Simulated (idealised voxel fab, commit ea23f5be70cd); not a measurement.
This section sets out a process module, namely voxel self aligned vias.
The cross-section on display is named cut; it measures 285 nm wide, and its cells are 5 nm squares.
Format of a cross-section: grid, square cells. Given as bands. Order: top down. Band: one or more rows of cells. Band entry format. Leading values: height of top, height of bottom, nm. Remainder: materials in left-to-right order, each with its width in nm. Special words: "throughout" on a single material, which then fills the band edge to edge; "blank", empty space. Height 0 is the level under which the wafer as received is all one material. The lowest band goes on downwards, as in "from 0 down". The expression "30..40" gives the width at the extremes of the band, the first number at its top row of cells and the second at its bottom row, with the width changing by equal amounts from each row to the next in between. Reading "no modification" for a step: not a cell of the cross-section changed in it. Fully closed voids: empty space of 8 cells or more with no open way to the top, each as width x height at its distance from the left edge, in nm. The remark found on a step's line after its settings is issued by the simulator itself and pertains to that step. overlay nm, on a step with a mask: how far to the right of its planned place the mask lay; to the left if negative.

Process steps (planned):
- 1: RECEIVE, material Si
- 2: CONFORMAL_DEP, material SiO2, thk nm 15
- 3: CONFORMAL_DEP, material SiCN, thk nm 5
- 4: DIRECTIONAL_DEP, material lowk, thk nm 30
- 5: DIRECTIONAL_DEP, material aC, thk nm 10
- 6: PATTERN, tone open, mask id LINES, material resist, width nm 30, pitch nm 55, thk nm 25, overlay nm -15
- 7: DIRECTIONAL_ETCH, etch materials aC, depth nm 10
- 8: STRIP, etch materials resist
- 9: DIRECTIONAL_ETCH, etch materials lowk, depth nm 30
- 10: STRIP, etch materials aC
- 11: CONFORMAL_DEP, material TiN, thk nm 5
- 12: FILL_DEP, material W, thk nm 10
- 13: CMP, height nm 50
- 14: SELECTIVE_ETCH, etch materials W Ru TiN, depth nm 5
- 15: FILL_DEP, material SiN, thk nm 5
- 16: CMP, height nm 50
- 17: DIRECTIONAL_DEP, material lowk, thk nm 20
- 18: PATTERN, tone open, mask id VIAS, material resist, width nm 40, thk nm 20, overlay nm 0
- 19: DIRECTIONAL_ETCH, etch materials lowk, depth nm 20
- 20: DIRECTIONAL_ETCH, etch materials SiN, depth nm 5
- 21: STRIP, etch materials resist
- 22: CONFORMAL_DEP, material TiN, thk nm 5
- 23: FILL_DEP, material W, thk nm 10
- 24: CMP, height nm 70
- 25: CONFORMAL_DEP, material SiN, thk nm 5
All wafers enter the flow in the same state. The overlay nm at step 6 differs from wafer to wafer, and the plan gives the value for the first wafer.

Cross-sectional view of the first of several wafers in the as-received condition, corresponding to the state following step 1:
	from 0 down | Si throughout
	Fully closed voids: none

Cross-sectional representation of the first of several wafers at the end of the module, i.e. after its terminal step, step 25:
	from 75 to 70 | SiN throughout
	from 70 to 55 | lowk: 95  TiN: 5  W: 30  TiN: 5  lowk: 150
	from 55 to 50 | lowk: 95  TiN: 5  W: 10  TiN: 25  lowk: 150
	from 50 to 45 | lowk: 85  SiN: 10  TiN: 20  lowk: 25  SiN: 30  lowk: 115
	from 45 to 25 | lowk: 85  TiN: 5  W: 20  TiN: 5  lowk: 25  TiN: 5  W: 20  TiN: 5  lowk: 115
	from 25 to 20 | lowk: 85  TiN: 30  lowk: 25  TiN: 30  lowk: 115
	from 20 to 15 | SiCN throughout
	from 15 to 0 | SiO2 throughout
	from 0 down | Si throughout
	Fully closed voids: none

End of module: cross-section, last of several wafers:
	from 75 to 70 | SiN throughout
	from 70 to 55 | lowk: 95  TiN: 5  W: 30  TiN: 5  lowk: 150
	from 55 to 50 | lowk: 95  TiN: 25  W: 10  TiN: 5  lowk: 150
	from 50 to 45 | lowk: 115  TiN: 20  SiN: 10  lowk: 25  SiN: 30  lowk: 85
	from 45 to 25 | lowk: 115  TiN: 5  W: 20  TiN: 5  lowk: 25  TiN: 5  W: 20  TiN: 5  lowk: 85
	from 25 to 20 | lowk: 115  TiN: 30  lowk: 25  TiN: 30  lowk: 85
	from 20 to 15 | SiCN throughout
	from 15 to 0 | SiO2 throughout
	from 0 down | Si throughout
	Fully closed voids: none

Per wafer, end of module: cells gained (+) or lost (-) per material since receipt, then closed voids:
overlay nm -15, +57 SiCN, +65 SiN, +171 SiO2, +44 TiN, +52 W, +466 lowk, Fully closed voids: none
overlay nm -10, +57 SiCN, +64 SiN, +171 SiO2, +44 TiN, +53 W, +466 lowk, Fully closed voids: none
overlay nm -5, +57 SiCN, +63 SiN, +171 SiO2, +44 TiN, +54 W, +466 lowk, Fully closed voids: none
overlay nm 0, +57 SiCN, +63 SiN, +171 SiO2, +44 TiN, +54 W, +466 lowk, Fully closed voids: none
overlay nm 5, +57 SiCN, +63 SiN, +171 SiO2, +44 TiN, +54 W, +466 lowk, Fully closed voids: none
overlay nm 10, +57 SiCN, +64 SiN, +171 SiO2, +44 TiN, +53 W, +466 lowk, Fully closed voids: none
overlay nm 15, +57 SiCN, +65 SiN, +171 SiO2, +44 TiN, +52 W, +466 lowk, Fully closed voids: none
